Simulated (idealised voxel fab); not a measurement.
process module | voxel gate over fins
cross-section cut | 140 nm wide | cells 5 nm
A cross-section is a grid of square cells, given in bands from the top down. A band is one or more rows of cells.
Each band's line starts with the height of the band's top and of its bottom, in nm. Then come its materials from left to right, each with its width in nm. One material with "throughout" fills the band from edge to edge. "air" is empty space.
Height 0 is the level under which the wafer as received is all one material. The lowest band goes on downwards, as in "0 down".
A width such as "30 to 40" changes by the same amount from each row of cells to the next, from the band's top row to its bottom row.
"no change" after a step means that no cell of the cross-section changed.
closed voids: empty space of 8 cells or more with no open way to the top, each as width x height at its distance from the left edge, in nm
after a step's settings: what the simulator itself notes on the step
overlay nm, on a step with a mask: how far to the right of its planned place the mask lay; to the left if negative
plan
1 op RECEIVE | material Si
2 op CONFORMAL_DEP | material SiN | thk nm 5
3 op PATTERN | tone cover | mask id FINS | material resist | width nm 15 | pitch nm 45 | thk nm 15 | overlay nm 0
4 op DIRECTIONAL_ETCH | etch materials SiN | depth nm 5
5 op DIRECTIONAL_ETCH | etch materials Si | depth nm 30
6 op STRIP | etch materials resist
7 op OXIDIZE | depth nm 5
8 op FILL_DEP | material SiO2 | thk nm 15
9 op CMP | height nm 5
10 op SELECTIVE_ETCH | etch materials SiO2 | depth nm 20
11 op STRIP | etch materials SiN
12 op CONFORMAL_DEP | material HfO2 | thk nm 5
13 op CONFORMAL_DEP | material TiN | thk nm 5
14 op CONFORMAL_DEP | material TiAl | thk nm 5
15 op CONFORMAL_DEP | material TiN | thk nm 5
16 op FILL_DEP | material W | thk nm 15
17 op CMP | height nm 30
18 op CONFORMAL_DEP | material SiN | thk nm 5
as received, after step 1
  0 down: Si throughout
  closed voids: none
first wafer at the end, as planned
  35 to 30: SiN throughout
  30 to 20: W throughout
  20 to 15: W 25 | TiN 90 | W 25
  15 to 10: W 25 | TiN 5 | TiAl 35 | TiN 10 | TiAl 35 | TiN 5 | W 25
  10 to 5: W 25 | TiN 5 | TiAl 5 | TiN 25 | TiAl 5 | TiN 10 | TiAl 5 | TiN 25 | TiAl 5 | TiN 5 | W 25
  5 to 0: TiN 30 | TiAl 5 | TiN 5 | HfO2 15 | TiN 5 | TiAl 5 | TiN 10 | TiAl 5 | TiN 5 | HfO2 15 | TiN 5 | TiAl 5 | TiN 30
  0 to -5: TiAl 35 | TiN 5 | HfO2 5 | Si 5 | HfO2 5 | TiN 5 | TiAl 20 | TiN 5 | HfO2 5 | Si 5 | HfO2 5 | TiN 5 | TiAl 35
  -5 to -10: TiN 40 | HfO2 5 | Si 5 | HfO2 5 | TiN 30 | HfO2 5 | Si 5 | HfO2 5 | TiN 40
  -10 to -15: HfO2 45 | Si 5 | HfO2 40 | Si 5 | HfO2 45
  -15 to -35: SiO2 45 | Si 5 | SiO2 40 | Si 5 | SiO2 45
  -35 down: Si throughout
  closed voids: none
second wafer at the end: like start, like plan, one mistake
  35 to 30: SiN throughout
  30 to 20: W throughout
  20 to 15: TiN throughout
  15 to 10: TiAl throughout
  10 to 5: TiN 45 | TiAl 5 | TiN 40 | TiAl 5 | TiN 45
  5 to 0: HfO2 40 | TiN 5 | TiAl 5 | TiN 5 | HfO2 30 | TiN 5 | TiAl 5 | TiN 5 | HfO2 40
  0 to -5: Si 35 | HfO2 5 | TiN 5 | TiAl 5 | TiN 5 | HfO2 5 | Si 20 | HfO2 5 | TiN 5 | TiAl 5 | TiN 5 | HfO2 5 | Si 35
  -5 to -10: Si 35 | HfO2 5 | TiN 15 | HfO2 5 | Si 20 | HfO2 5 | TiN 15 | HfO2 5 | Si 35
  -10 to -15: Si 35 | HfO2 25 | Si 20 | HfO2 25 | Si 35
  -15 to -35: Si 35 | SiO2 25 | Si 20 | SiO2 25 | Si 35
  -35 down: Si throughout
  closed voids: none
what went wrong: step 3 ran as: op PATTERN | tone open | mask id FINS | material resist | width nm 15 | pitch nm 45 | thk nm 15 | overlay nm 0
at the end the second wafer has, in cells: 112 more of Si | 64 fewer of SiO2 | 6 fewer of TiAl | 12 fewer of TiN | 30 fewer of W
